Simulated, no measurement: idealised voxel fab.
This section sets out a process module, namely voxel self aligned vias.
Pictured: cross-section cut, 285 nm wide, on a grid of 5 nm square cells.
Notation: cross-section as square-cell grid; stated in bands, top first, going down; one or more cell rows per band. Read a band's entry like this: the first values are the height of its top and the height of its bottom in nm, and what follows is the sequence of materials from left to right, each with its width in nm. Note that "empty" is empty space, and that a single material marked "full width" reaches across the band from edge to edge. The level at which height equals 0 is the one under which the wafer, as it arrives, is entirely one material. No lower edge exists for the bottom band, which continues downward and is notated as in "0 -> down". The notation "30 to 40" denotes a width that varies across the rows of cells in the band, beginning at the first number in the top row, finishing at the second number in the bottom row, and changing by an identical amount from each row to the next. Reading "no alteration" for a step: not a cell of the cross-section changed in it. Basically, "Closed void list" tells you about the enclosed voids: empty spaces with no open way to the top, 8 cells or bigger, each written width x height at distance, where distance is from the left edge, all in nm. If you see something after the settings on a step's line, that's the simulator's own remark about that step. overlay nm, on a step with a mask: how far to the right of its planned place the mask lay; to the left if negative.
# The steps planned for the process are as follows
1) RECEIVE [material Si]
2) CONFORMAL_DEP [material SiO2] [thk nm 15]
3) CONFORMAL_DEP [material SiCN] [thk nm 5]
4) DIRECTIONAL_DEP [material SiO2] [thk nm 25]
5) DIRECTIONAL_DEP [material aC] [thk nm 15]
6) PATTERN [tone open] [mask id LINES] [material resist] [width nm 25] [pitch nm 60] [thk nm 35] [overlay nm 0]
7) DIRECTIONAL_ETCH [etch materials aC] [depth nm 15]
8) STRIP [etch materials resist]
9) DIRECTIONAL_ETCH [etch materials SiO2] [depth nm 25]
10) STRIP [etch materials aC]
11) CONFORMAL_DEP [material TiN] [thk nm 5]
12) FILL_DEP [material W] [thk nm 5]
13) CMP [height nm 45]
14) SELECTIVE_ETCH [etch materials W Ru TiN] [depth nm 10]
15) FILL_DEP [material SiN] [thk nm 5]
16) CMP [height nm 45]
17) DIRECTIONAL_DEP [material SiO2] [thk nm 15]
18) MASKED_ETCH [tone open] [mask id VIAS] [width nm 35] [etch materials SiO2] [depth nm 15] [overlay nm 0]
19) MASKED_ETCH [tone open] [mask id VIAS] [width nm 35] [etch materials SiN] [depth nm 10] [overlay nm 0]
20) CONFORMAL_DEP [material TiN] [thk nm 5]
21) FILL_DEP [material Ru] [thk nm 5]
22) CMP [height nm 60]
23) CONFORMAL_DEP [material SiN] [thk nm 5]
# As-received wafer cross-section (after step 1)
    0 -> down  Si full width
    Closed void list: none
# The first of two wafers, cross-sectioned at the end of the module, with the run proceeding as planned
    65 -> 60  SiN full width
    60 -> 50  SiO2=95; TiN=5; Ru=25; TiN=5; SiO2=155
    50 -> 45  SiO2=95; TiN=10; Ru=15; TiN=10; SiO2=155
    45 -> 40  SiO2=100; TiN=5; Ru=15; TiN=5; SiO2=35; SiN=25; SiO2=100
    40 -> 35  SiO2=100; TiN=25; SiO2=35; SiN=25; SiO2=100
    35 -> 25  SiO2=100; TiN=5; W=15; TiN=5; SiO2=35; TiN=5; W=15; TiN=5; SiO2=100
    25 -> 20  SiO2=100; TiN=25; SiO2=35; TiN=25; SiO2=100
    20 -> 15  SiCN full width
    15 -> 0  SiO2 full width
    0 -> down  Si full width
    Closed void list: none
# This cross-section belongs to the second wafer of two at the end of the module; the start and the plan were shared with the first, and the run included one mistake
    65 -> 60  SiN full width
    60 -> 45  SiO2=95; TiN=5; SiO2=25; TiN=5; SiO2=155
    45 -> 35  SiO2=100; SiN=25; SiO2=35; SiN=25; SiO2=100
    35 -> 25  SiO2=100; TiN=5; W=15; TiN=5; SiO2=35; TiN=5; W=15; TiN=5; SiO2=100
    25 -> 20  SiO2=100; TiN=25; SiO2=35; TiN=25; SiO2=100
    20 -> 15  SiCN full width
    15 -> 0  SiO2 full width
    0 -> down  Si full width
    Closed void list: none
What went wrong in running the wafer? steps 17 and 18 got flipped, so each one ran where the other should have
FYI, end of process, the second wafer has more or fewer cells of some materials than the first: 16 fewer of Ru | 10 more of SiN | 15 more of SiO2 | 9 fewer of TiN
